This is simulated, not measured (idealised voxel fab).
process module | voxel self aligned vias
cross-section cut | 285 nm wide | cells 5 nm
A cross-section is a grid of square cells, given in bands from the top down. A band is one or more rows of cells.
Each band's line starts with the height of the band's top and of its bottom, in nm. Then come its materials from left to right, each with its width in nm. One material with "throughout" fills the band from edge to edge. "air" is empty space.
Height 0 is the level under which the wafer as received is all one material. The lowest band goes on downwards, as in "0 down".
A width such as "30 to 40" changes by the same amount from each row of cells to the next, from the band's top row to its bottom row.
"no change" after a step means that no cell of the cross-section changed.
closed voids: empty space of 8 cells or more with no open way to the top, each as width x height at its distance from the left edge, in nm
after a step's settings: what the simulator itself notes on the step
overlay nm, on a step with a mask: how far to the right of its planned place the mask lay; to the left if negative
plan
1 op RECEIVE | material Si
2 op CONFORMAL_DEP | material SiO2 | thk nm 15
3 op CONFORMAL_DEP | material SiCN | thk nm 5
4 op DIRECTIONAL_DEP | material SiO2 | thk nm 20
5 op DIRECTIONAL_DEP | material aC | thk nm 15
6 op PATTERN | tone open | mask id LINES | material resist | width nm 20 | pitch nm 55 | thk nm 30 | overlay nm 0
7 op DIRECTIONAL_ETCH | etch materials aC | depth nm 15
8 op STRIP | etch materials resist
9 op DIRECTIONAL_ETCH | etch materials SiO2 | depth nm 20
10 op STRIP | etch materials aC
11 op CONFORMAL_DEP | material TiN | thk nm 5
12 op FILL_DEP | material Ru | thk nm 5
13 op CMP | height nm 40
14 op SELECTIVE_ETCH | etch materials W Ru TiN | depth nm 10
15 op FILL_DEP | material SiN | thk nm 10
16 op CMP | height nm 40
17 op DIRECTIONAL_DEP | material SiO2 | thk nm 20
18 op PATTERN | tone open | mask id VIAS | material resist | width nm 30 | thk nm 15 | overlay nm -15
19 op DIRECTIONAL_ETCH | etch materials SiO2 | depth nm 20
20 op DIRECTIONAL_ETCH | etch materials SiN | depth nm 10
21 op STRIP | etch materials resist
22 op CONFORMAL_DEP | material TiN | thk nm 5
23 op FILL_DEP | material Cu | thk nm 5
24 op CMP | height nm 60
25 op CONFORMAL_DEP | material SiCN | thk nm 5
varied across the wafers: overlay nm of step 18. The plan shows the first wafer's value. All wafers start alike
first wafer as received, after step 1
  0 down: Si throughout
  closed voids: none
first wafer at the end, after step 25
  65 to 60: SiCN throughout
  60 to 45: SiO2 85 | TiN 5 | Cu 20 | TiN 5 | SiO2 170
  45 to 40: SiO2 85 | TiN 30 | SiO2 170
  40 to 30: SiO2 105 | TiN 10 | SiN 10 | SiO2 35 | SiN 20 | SiO2 105
  30 to 25: SiO2 105 | TiN 5 | Ru 10 | TiN 5 | SiO2 35 | TiN 5 | Ru 10 | TiN 5 | SiO2 105
  25 to 20: SiO2 105 | TiN 20 | SiO2 35 | TiN 20 | SiO2 105
  20 to 15: SiCN throughout
  15 to 0: SiO2 throughout
  0 down: Si throughout
  closed voids: none
last wafer at the end
  65 to 60: SiCN throughout
  60 to 45: SiO2 115 | TiN 5 | Cu 20 | TiN 5 | SiO2 140
  45 to 40: SiO2 115 | TiN 30 | SiO2 140
  40 to 30: SiO2 105 | SiN 10 | TiN 10 | SiO2 35 | SiN 20 | SiO2 105
  30 to 25: SiO2 105 | TiN 5 | Ru 10 | TiN 5 | SiO2 35 | TiN 5 | Ru 10 | TiN 5 | SiO2 105
  25 to 20: SiO2 105 | TiN 20 | SiO2 35 | TiN 20 | SiO2 105
  20 to 15: SiCN throughout
  15 to 0: SiO2 throughout
  0 down: Si throughout
  closed voids: none
each wafer at the end: cells of each material gained (+) or lost (-) since it was received, then its closed voids
overlay nm -15 | +12 Cu | +4 Ru | +114 SiCN | +12 SiN | +571 SiO2 | +28 TiN | closed voids: none
overlay nm -10 | +14 Cu | +4 Ru | +114 SiCN | +10 SiN | +571 SiO2 | +28 TiN | closed voids: none
overlay nm -5 | +16 Cu | +4 Ru | +114 SiCN | +8 SiN | +571 SiO2 | +28 TiN | closed voids: none
overlay nm 0 | +16 Cu | +4 Ru | +114 SiCN | +8 SiN | +571 SiO2 | +28 TiN | closed voids: none
overlay nm 5 | +16 Cu | +4 Ru | +114 SiCN | +8 SiN | +571 SiO2 | +28 TiN | closed voids: none
overlay nm 10 | +14 Cu | +4 Ru | +114 SiCN | +10 SiN | +571 SiO2 | +28 TiN | closed voids: none
overlay nm 15 | +12 Cu | +4 Ru | +114 SiCN | +12 SiN | +571 SiO2 | +28 TiN | closed voids: none
